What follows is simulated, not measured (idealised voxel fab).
process module | voxel self aligned vias
cross-section cut | 255 nm wide | cells 5 nm
A cross-section is a grid of square cells, given in bands from the top down. A band is one or more rows of cells.
Each band's line starts with the height of the band's top and of its bottom, in nm. Then come its materials from left to right, each with its width in nm. One material with "throughout" fills the band from edge to edge. "air" is empty space.
Height 0 is the level under which the wafer as received is all one material. The lowest band goes on downwards, as in "0 down".
A width such as "30 to 40" changes by the same amount from each row of cells to the next, from the band's top row to its bottom row.
"no change" after a step means that no cell of the cross-section changed.
closed voids: empty space of 8 cells or more with no open way to the top, each as width x height at its distance from the left edge, in nm
after a step's settings: what the simulator itself notes on the step
overlay nm, on a step with a mask: how far to the right of its planned place the mask lay; to the left if negative
plan
1 op RECEIVE | material Si
2 op CONFORMAL_DEP | material SiO2 | thk nm 15
3 op CONFORMAL_DEP | material SiCN | thk nm 5
4 op DIRECTIONAL_DEP | material SiO2 | thk nm 20
5 op PATTERN | tone open | mask id LINES | material resist | width nm 30 | pitch nm 80 | thk nm 20 | overlay nm 0
6 op DIRECTIONAL_ETCH | etch materials SiO2 | depth nm 20
7 op STRIP | etch materials resist
8 op CONFORMAL_DEP | material TiN | thk nm 5
9 op FILL_DEP | material W | thk nm 10
10 op CMP | height nm 40
11 op SELECTIVE_ETCH | etch materials W Ru TiN | depth nm 5
12 op FILL_DEP | material SiN | thk nm 10
13 op CMP | height nm 40
14 op DIRECTIONAL_DEP | material SiO2 | thk nm 20
15 op DIRECTIONAL_DEP | material aC | thk nm 15
16 op PATTERN | tone open | mask id VIAS | material resist | width nm 50 | thk nm 30 | overlay nm 0
17 op DIRECTIONAL_ETCH | etch materials aC | depth nm 15
18 op STRIP | etch materials resist
19 op DIRECTIONAL_ETCH | etch materials SiO2 | depth nm 20
20 op DIRECTIONAL_ETCH | etch materials SiN | depth nm 5
21 op STRIP | etch materials aC
22 op CONFORMAL_DEP | material TiN | thk nm 5
23 op FILL_DEP | material Cu | thk nm 5
24 op CMP | height nm 60
25 op CONFORMAL_DEP | material SiN | thk nm 5
first wafer, as planned
as received, after step 1
  0 down: Si throughout
  closed voids: none
after step 2
  15 to 0: SiO2 throughout
  below 0: unchanged
after step 3
  20 to 15: SiCN throughout
  below 15: unchanged
after step 4
  40 to 20: SiO2 throughout
  below 20: unchanged
after step 5
  60 to 40: resist 70 | air 30 | resist 50 | air 30 | resist 75
  below 40: unchanged
after step 6
  60 to 40: resist 70 | air 30 | resist 50 | air 30 | resist 75
  40 to 20: SiO2 70 | air 30 | SiO2 50 | air 30 | SiO2 75
  below 20: unchanged
after step 7
  40 to 20: SiO2 70 | air 30 | SiO2 50 | air 30 | SiO2 75
  below 20: unchanged
after step 8
  45 to 40: TiN 75 | air 20 | TiN 60 | air 20 | TiN 80
  40 to 25: SiO2 70 | TiN 5 | air 20 | TiN 5 | SiO2 50 | TiN 5 | air 20 | TiN 5 | SiO2 75
  25 to 20: SiO2 70 | TiN 30 | SiO2 50 | TiN 30 | SiO2 75
  below 20: unchanged
after step 9
  55 to 45: W throughout
  45 to 40: TiN 75 | W 20 | TiN 60 | W 20 | TiN 80
  40 to 25: SiO2 70 | TiN 5 | W 20 | TiN 5 | SiO2 50 | TiN 5 | W 20 | TiN 5 | SiO2 75
  below 25: unchanged
after step 10
  40 to 25: SiO2 70 | TiN 5 | W 20 | TiN 5 | SiO2 50 | TiN 5 | W 20 | TiN 5 | SiO2 75
  below 25: unchanged
after step 11
  40 to 35: SiO2 70 | air 30 | SiO2 50 | air 30 | SiO2 75
  below 35: unchanged
after step 12
  50 to 40: SiN throughout
  40 to 35: SiO2 70 | SiN 30 | SiO2 50 | SiN 30 | SiO2 75
  below 35: unchanged
after step 13
  40 to 35: SiO2 70 | SiN 30 | SiO2 50 | SiN 30 | SiO2 75
  below 35: unchanged
after step 14
  60 to 40: SiO2 throughout
  below 40: unchanged
after step 15
  75 to 60: aC throughout
  below 60: unchanged
after step 16
  105 to 75: resist 60 | air 50 | resist 145
  below 75: unchanged
after step 17
  90 to 75: resist 60 | air 50 | resist 145
  75 to 60: aC 60 | air 50 | aC 145
  below 60: unchanged
after step 18
  75 to 60: aC 60 | air 50 | aC 145
  below 60: unchanged
after step 19
  75 to 60: aC 60 | air 50 | aC 145
  60 to 40: SiO2 60 | air 50 | SiO2 145
  below 40: unchanged
after step 20
  75 to 60: aC 60 | air 50 | aC 145
  60 to 40: SiO2 60 | air 50 | SiO2 145
  40 to 35: SiO2 70 | air 30 | SiO2 50 | SiN 30 | SiO2 75
  below 35: unchanged
after step 21
  60 to 40: SiO2 60 | air 50 | SiO2 145
  below 40: unchanged
after step 22
  65 to 60: TiN 65 | air 40 | TiN 150
  60 to 45: SiO2 60 | TiN 5 | air 40 | TiN 5 | SiO2 145
  45 to 40: SiO2 60 | TiN 15 | air 20 | TiN 15 | SiO2 145
  40 to 35: SiO2 70 | TiN 30 | SiO2 50 | SiN 30 | SiO2 75
  below 35: unchanged
after step 23
  70 to 65: Cu throughout
  65 to 60: TiN 65 | Cu 40 | TiN 150
  60 to 45: SiO2 60 | TiN 5 | Cu 40 | TiN 5 | SiO2 145
  45 to 40: SiO2 60 | TiN 15 | Cu 20 | TiN 15 | SiO2 145
  below 40: unchanged
after step 24
  60 to 45: SiO2 60 | TiN 5 | Cu 40 | TiN 5 | SiO2 145
  below 45: unchanged
after step 25
  65 to 60: SiN throughout
  below 60: unchanged
second wafer: like start, like plan, one mistake. Through step 9 it matches the first wafer
when step 10 should have ended
  35 to 25: SiO2 70 | TiN 5 | W 20 | TiN 5 | SiO2 50 | TiN 5 | W 20 | TiN 5 | SiO2 75
  below 25: unchanged
when step 11 should have ended
  35 to 30: SiO2 70 | air 30 | SiO2 50 | air 30 | SiO2 75
  below 30: unchanged
when step 12 should have ended
  45 to 35: SiN throughout
  35 to 30: SiO2 70 | SiN 30 | SiO2 50 | SiN 30 | SiO2 75
  below 30: unchanged
when step 13 should have ended
  40 to 35: SiN throughout
  below 35: unchanged
when step 14 should have ended
  60 to 40: SiO2 throughout
  below 40: unchanged
when step 15 should have ended
  75 to 60: aC throughout
  below 60: unchanged
when step 16 should have ended
  105 to 75: resist 60 | air 50 | resist 145
  below 75: unchanged
when step 17 should have ended
  90 to 75: resist 60 | air 50 | resist 145
  75 to 60: aC 60 | air 50 | aC 145
  below 60: unchanged
when step 18 should have ended
  75 to 60: aC 60 | air 50 | aC 145
  below 60: unchanged
when step 19 should have ended
  75 to 60: aC 60 | air 50 | aC 145
  60 to 40: SiO2 60 | air 50 | SiO2 145
  below 40: unchanged
when step 20 should have ended
  75 to 60: aC 60 | air 50 | aC 145
  60 to 40: SiO2 60 | air 50 | SiO2 145
  40 to 35: SiN 60 | air 50 | SiN 145
  below 35: unchanged
when step 21 should have ended
  60 to 40: SiO2 60 | air 50 | SiO2 145
  below 40: unchanged
when step 22 should have ended
  65 to 60: TiN 65 | air 40 | TiN 150
  60 to 40: SiO2 60 | TiN 5 | air 40 | TiN 5 | SiO2 145
  40 to 35: SiN 60 | TiN 50 | SiN 145
  below 35: unchanged
when step 23 should have ended
  70 to 65: Cu throughout
  65 to 60: TiN 65 | Cu 40 | TiN 150
  60 to 40: SiO2 60 | TiN 5 | Cu 40 | TiN 5 | SiO2 145
  below 40: unchanged
when step 24 should have ended
  60 to 40: SiO2 60 | TiN 5 | Cu 40 | TiN 5 | SiO2 145
  below 40: unchanged
when step 25 should have ended
  65 to 60: SiN throughout
  below 60: unchanged
what went wrong: step 10 ran as: op CMP | height nm 35
at the end the second wafer has, in cells: 4 more of Cu | 47 more of SiN | 39 fewer of SiO2 | 4 fewer of TiN | 8 fewer of W
